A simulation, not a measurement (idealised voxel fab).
The document below concerns the process module designated voxel ribs on slabs.
cross-section cut | 180 nm wide | cells 5 nm
A cross-section in this document is a grid of square cells, and it is written down as bands, the top band listed before the ones below it; a band is made up of one or more rows of cells.
The band entry comprises the height of the band's top followed by the height of its bottom, expressed in nm, and subsequently the band's materials from left to right, each stated together with its width in nm. Where a single material is marked with the word "edge to edge", that material fills the band from edge to edge. The word "air" represents empty space.
Counting heights begins at 0, where everything beneath is, in the wafer as received, one material. The lowest band has no bottom; it goes on downwards, as "0 and below" shows.
So if you see something like "30->40" for the width, read it as the top row of the band sitting at the first number and the bottom row at the second, with every row in between moving by the same amount as the last.
Step note "same as before" = no cross-section cell changed.
"Voids, enclosed" lists enclosed empty spaces (at least 8 cells, no open path upward to the top), each as width x height at distance from the left edge, in nm.
after a step's settings: what the simulator itself notes on the step
overlay nm: step with mask; distance mask lay right of planned place; negative value = left of planned place.
Note: before/after cross-section pairs follow, one process step per pair, after-side truncated at the lowest changed band, step and settings given beneath. Different runs of this module on the same starting wafer may supply the pairs; a pair continues the one above only where the "Before-step section" entry says so.

Before-step section:
70 down to 50: SiO2 edge to edge
50 down to 40: SiO2 (75) | SiN (25) | SiO2 (80)
40 down to 30: SiO2 (50) | SiN (75) | SiO2 (55)
30 down to 0: SiO2 edge to edge
0 and below: Si edge to edge
Voids, enclosed: none

As Processed:
85 down to 70: air (70) | resist (35) | air (75)
Lower than 70, everything is as it was.
Voids, enclosed: none
It is this step that lies between the two cross-sections above: PATTERN (tone cover; mask id HEATER; material resist; width nm 35; thk nm 15; overlay nm 0)

Before-step section: the after view from the pair directly above serves as the before view here.

As Processed:
70 down to 50: SiO2 edge to edge
Lower than 50, everything is as it was.
Voids, enclosed: none
It is this step that lies between the two cross-sections above: STRIP (etch materials resist)

Before-step section: the after view from the pair directly above serves as the before view here.

As Processed:
80 down to 50: SiO2 edge to edge
Lower than 50, everything is as it was.
Voids, enclosed: none
It is this step that lies between the two cross-sections above: CONFORMAL_DEP (material SiO2; thk nm 10)

Before-step section:
65 down to 50: aC edge to edge
50 down to 30: SiN edge to edge
30 down to 0: SiO2 edge to edge
0 and below: Si edge to edge
Voids, enclosed: none

As Processed:
95 down to 65: resist (75) | air (25) | resist (80)
Lower than 65, everything is as it was.
Voids, enclosed: none
It is this step that lies between the two cross-sections above: PATTERN (tone open; mask id RIB; material resist; width nm 25; thk nm 30; overlay nm 0)

Before-step section: the after view from the pair directly above serves as the before view here.

As Processed:
80 down to 65: resist (75) | air (25) | resist (80)
65 down to 50: aC (75) | air (25) | aC (80)
Lower than 50, everything is as it was.
Voids, enclosed: none
It is this step that lies between the two cross-sections above: DIRECTIONAL_ETCH (etch materials aC; depth nm 15)

Before-step section: the after view from the pair directly above serves as the before view here.

As Processed:
65 down to 50: aC (75) | air (25) | aC (80)
Lower than 50, everything is as it was.
Voids, enclosed: none
It is this step that lies between the two cross-sections above: STRIP (etch materials resist)

Before-step section: the after view from the pair directly above serves as the before view here.

As Processed:
65 down to 50: aC (75) | air (25) | aC (80)
50 down to 40: SiN (75) | air (25) | SiN (80)
Lower than 40, everything is as it was.
Voids, enclosed: none
It is this step that lies between the two cross-sections above: DIRECTIONAL_ETCH (etch materials SiN; depth nm 10)

Before-step section: the after view from the pair directly above serves as the before view here.

As Processed:
50 down to 40: SiN (75) | air (25) | SiN (80)
Lower than 40, everything is as it was.
Voids, enclosed: none
It is this step that lies between the two cross-sections above: STRIP (etch materials aC)

Before-step section: the after view from the pair directly above serves as the before view here.

As Processed:
65 down to 55: aC (75) | air (25) | aC (80)
55 down to 50: aC edge to edge
50 down to 40: SiN (75) | aC (25) | SiN (80)
Lower than 40, everything is as it was.
Voids, enclosed: none
It is this step that lies between the two cross-sections above: DIRECTIONAL_DEP (material aC; thk nm 15)

Before-step section: the after view from the pair directly above serves as the before view here.

As Processed:
95 down to 65: air (50) | resist (75) | air (55)
65 down to 55: aC (75) | resist (25) | aC (80)
Lower than 55, everything is as it was.
Voids, enclosed: none
It is this step that lies between the two cross-sections above: PATTERN (tone cover; mask id SLAB; material resist; width nm 75; thk nm 30; overlay nm 0)

Before-step section: the after view from the pair directly above serves as the before view here.

As Processed:
80 down to 65: air (50) | resist (75) | air (55)
65 down to 55: air (50) | aC (25) | resist (25) | aC (25) | air (55)
55 down to 50: air (50) | aC (75) | air (55)
Lower than 50, everything is as it was.
Voids, enclosed: none
It is this step that lies between the two cross-sections above: DIRECTIONAL_ETCH (etch materials aC; depth nm 15)

Before-step section: the after view from the pair directly above serves as the before view here.

As Processed:
65 down to 55: air (50) | aC (25) | air (25) | aC (25) | air (55)
Lower than 55, everything is as it was.
Voids, enclosed: none
It is this step that lies between the two cross-sections above: STRIP (etch materials resist)

Before-step section: the after view from the pair directly above serves as the before view here.

As Processed:
65 down to 55: air (50) | aC (25) | air (25) | aC (25) | air (55)
55 down to 50: air (50) | aC (75) | air (55)
50 down to 40: air (50) | SiN (25) | aC (25) | SiN (25) | air (55)
Lower than 40, everything is as it was.
Voids, enclosed: none
It is this step that lies between the two cross-sections above: DIRECTIONAL_ETCH (etch materials SiN; depth nm 10)

Before-step section: the after view from the pair directly above serves as the before view here.

As Processed:
50 down to 40: air (50) | SiN (25) | air (25) | SiN (25) | air (55)
Lower than 40, everything is as it was.
Voids, enclosed: none
It is this step that lies between the two cross-sections above: STRIP (etch materials aC)

Before-step section: the after view from the pair directly above serves as the before view here.

As Processed:
75 down to 50: SiO2 edge to edge
50 down to 40: SiO2 (50) | SiN (25) | SiO2 (25) | SiN (25) | SiO2 (55)
Lower than 40, everything is as it was.
Voids, enclosed: none
It is this step that lies between the two cross-sections above: FILL_DEP (material SiO2; thk nm 25)

Before-step section: the after view from the pair directly above serves as the before view here.

As Processed:
65 down to 50: SiO2 edge to edge
Lower than 50, everything is as it was.
Voids, enclosed: none
It is this step that lies between the two cross-sections above: CMP (height nm 65)

Before-step section: the after view from the pair directly above serves as the before view here.

As Processed:
70 down to 65: W edge to edge
Lower than 65, everything is as it was.
Voids, enclosed: none
It is this step that lies between the two cross-sections above: DIRECTIONAL_DEP (material W; thk nm 5)

Before-step section: the after view from the pair directly above serves as the before view here.

As Processed:
85 down to 70: air (70) | resist (35) | air (75)
Lower than 70, everything is as it was.
Voids, enclosed: none
It is this step that lies between the two cross-sections above: PATTERN (tone cover; mask id HEATER; material resist; width nm 35; thk nm 15; overlay nm 0)

Before-step section: the after view from the pair directly above serves as the before view here.

As Processed:
85 down to 70: air (70) | resist (35) | air (75)
70 down to 65: air (70) | W (35) | air (75)
Lower than 65, everything is as it was.
Voids, enclosed: none
It is this step that lies between the two cross-sections above: DIRECTIONAL_ETCH (etch materials W; depth nm 5)

Before-step section: the after view from the pair directly above serves as the before view here.

As Processed:
70 down to 65: air (70) | W (35) | air (75)
Lower than 65, everything is as it was.
Voids, enclosed: none
It is this step that lies between the two cross-sections above: STRIP (etch materials resist)

Before-step section: the after view from the pair directly above serves as the before view here.

As Processed:
80 down to 75: air (60) | SiO2 (55) | air (65)
75 down to 70: SiO2 edge to edge
70 down to 65: SiO2 (70) | W (35) | SiO2 (75)
Lower than 65, everything is as it was.
Voids, enclosed: none
It is this step that lies between the two cross-sections above: CONFORMAL_DEP (material SiO2; thk nm 10)
